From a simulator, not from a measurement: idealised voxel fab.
process module | voxel ribs on slabs
cross-section cut | 265 nm wide | cells 5 nm
A cross-section is a grid of square cells, given in bands from the top down. A band is one or more rows of cells.
Each band's line starts with the height of the band's top and of its bottom, in nm. Then come its materials from left to right, each with its width in nm. One material with "throughout" fills the band from edge to edge. "air" is empty space.
Height 0 is the level under which the wafer as received is all one material. The lowest band goes on downwards, as in "0 down".
A width such as "30 to 40" changes by the same amount from each row of cells to the next, from the band's top row to its bottom row.
"no change" after a step means that no cell of the cross-section changed.
closed voids: empty space of 8 cells or more with no open way to the top, each as width x height at its distance from the left edge, in nm
after a step's settings: what the simulator itself notes on the step
overlay nm, on a step with a mask: how far to the right of its planned place the mask lay; to the left if negative
plan
1 op RECEIVE | material Si
2 op DIRECTIONAL_DEP | material SiO2 | thk nm 20
3 op DIRECTIONAL_DEP | material polySi | thk nm 20
4 op PATTERN | tone cover | mask id RIB | material resist | width nm 30 | thk nm 15 | overlay nm 0
5 op DIRECTIONAL_ETCH | etch materials polySi | depth nm 5
6 op STRIP | etch materials resist
7 op PATTERN | tone cover | mask id SLAB | material resist | width nm 90 | thk nm 20 | overlay nm 0
8 op DIRECTIONAL_ETCH | etch materials polySi | depth nm 15
9 op STRIP | etch materials resist
10 op FILL_DEP | material SiO2 | thk nm 30
11 op CMP | height nm 60
12 op DIRECTIONAL_DEP | material TiN | thk nm 10
13 op PATTERN | tone cover | mask id HEATER | material resist | width nm 40 | thk nm 15 | overlay nm 0
14 op DIRECTIONAL_ETCH | etch materials TiN | depth nm 10
15 op STRIP | etch materials resist
16 op CONFORMAL_DEP | material SiN | thk nm 5
as received, after step 1
  0 down: Si throughout
  closed voids: none
a wafer at the end: this start, this plan, one mistake
  75 to 70: air 105 | SiN 50 | air 110
  70 to 65: air 105 | SiN 5 | TiN 40 | SiN 5 | air 110
  65 to 60: SiN 110 | TiN 40 | SiN 115
  60 to 40: SiO2 throughout
  40 to 35: SiO2 105 | polySi 30 | SiO2 130
  35 to 20: SiO2 85 | polySi 90 | SiO2 90
  20 to 0: SiO2 throughout
  0 down: Si throughout
  closed voids: none
what went wrong: step 4 ran as: op PATTERN | tone cover | mask id RIB | material resist | width nm 30 | thk nm 15 | overlay nm -10
